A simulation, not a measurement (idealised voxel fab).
Documented hereafter: the process module known as voxel self aligned vias.
Section cut is 235 nm wide and gridded with 5 nm square cells.
Cross-section layout: square cells on a grid; listed as bands, top to bottom; a band spans one or more cell rows.
Basically the band line says how high the top is and how high the bottom is, in nm, and then what's in it from left to right, every material with its width in nm. Empty space shows up as "empty", and if a single material carries "everywhere" it runs the full band edge to edge.
Where do heights start? At 0: under that level the wafer as delivered is made of one material only. And the lowest band has no floor; it just carries on downward, as in "0 nm and below".
So if you see something like "30->40" for the width, read it as the top row of the band sitting at the first number and the bottom row at the second, with every row in between moving by the same amount as the last.
When a step is marked "no modification", none of the cells in the cross-section changed during that step.
Entry "Enclosed cavity list". Content: empty spaces with no open connection to the top, size 8 cells or greater. Each: width x height at distance. Distance: from left edge. Unit: nm.
Where a step's line continues beyond its settings, the continuation is a remark by the simulator itself on that step.
overlay nm: on a step with a mask, how far right of its planned place the mask lay; negative means left.
### Steps planned for the process
1 RECEIVE, material Si
2 CONFORMAL_DEP, material SiO2, thk nm 10
3 CONFORMAL_DEP, material SiCN, thk nm 5
4 DIRECTIONAL_DEP, material lowk, thk nm 20
5 PATTERN, tone open, mask id LINES, material resist, width nm 20, pitch nm 60, thk nm 20, overlay nm 0
6 DIRECTIONAL_ETCH, etch materials lowk, depth nm 20
7 STRIP, etch materials resist
8 CONFORMAL_DEP, material TiN, thk nm 5
9 FILL_DEP, material W, thk nm 5
10 CMP, height nm 35
11 SELECTIVE_ETCH, etch materials W Ru TiN, depth nm 10
12 FILL_DEP, material SiN, thk nm 10
13 CMP, height nm 35
14 DIRECTIONAL_DEP, material lowk, thk nm 15
15 PATTERN, tone open, mask id VIAS, material resist, width nm 40, pitch nm 60, thk nm 20, overlay nm 0
16 DIRECTIONAL_ETCH, etch materials lowk, depth nm 15
17 DIRECTIONAL_ETCH, etch materials SiN, depth nm 10
18 STRIP, etch materials resist
19 CONFORMAL_DEP, material TiN, thk nm 5
20 FILL_DEP, material W, thk nm 5
21 CMP, height nm 50
22 CONFORMAL_DEP, material SiCN, thk nm 5
### Here's what the wafer looked like in cross-section when it arrived - that's after step 1
* 0 nm and below: Si everywhere
* Enclosed cavity list: none
### The cross-section shown corresponds to the wafer at the conclusion of the module. The initial structure and the process plan are those presented above; however, one mistake occurred in executing the plan
* 55 nm to 50 nm: SiCN everywhere
* 50 nm to 40 nm: lowk 35 / TiN 5 / W 30 / TiN 5 / lowk 20 / TiN 5 / W 30 / TiN 5 / lowk 20 / TiN 5 / W 30 / TiN 5 / lowk 40
* 40 nm to 35 nm: lowk 35 / TiN 40 / lowk 20 / TiN 40 / lowk 20 / TiN 40 / lowk 40
* 35 nm to 25 nm: lowk 45 / SiO2 5 / TiN 10 / SiO2 5 / lowk 40 / SiO2 5 / TiN 10 / SiO2 5 / lowk 40 / SiO2 5 / TiN 10 / SiO2 5 / lowk 50
* 25 nm to 20 nm: lowk 45 / SiO2 5 / W 10 / SiO2 5 / lowk 40 / SiO2 5 / W 10 / SiO2 5 / lowk 40 / SiO2 5 / W 10 / SiO2 5 / lowk 50
* 20 nm to 15 nm: lowk 45 / SiO2 20 / lowk 40 / SiO2 20 / lowk 40 / SiO2 20 / lowk 50
* 15 nm to 10 nm: SiCN everywhere
* 10 nm to 0 nm: SiO2 everywhere
* 0 nm and below: Si everywhere
* Enclosed cavity list: none
Here's what went sideways: step 8 was not run as planned; what actually ran was CONFORMAL_DEP, material SiO2, thk nm 5
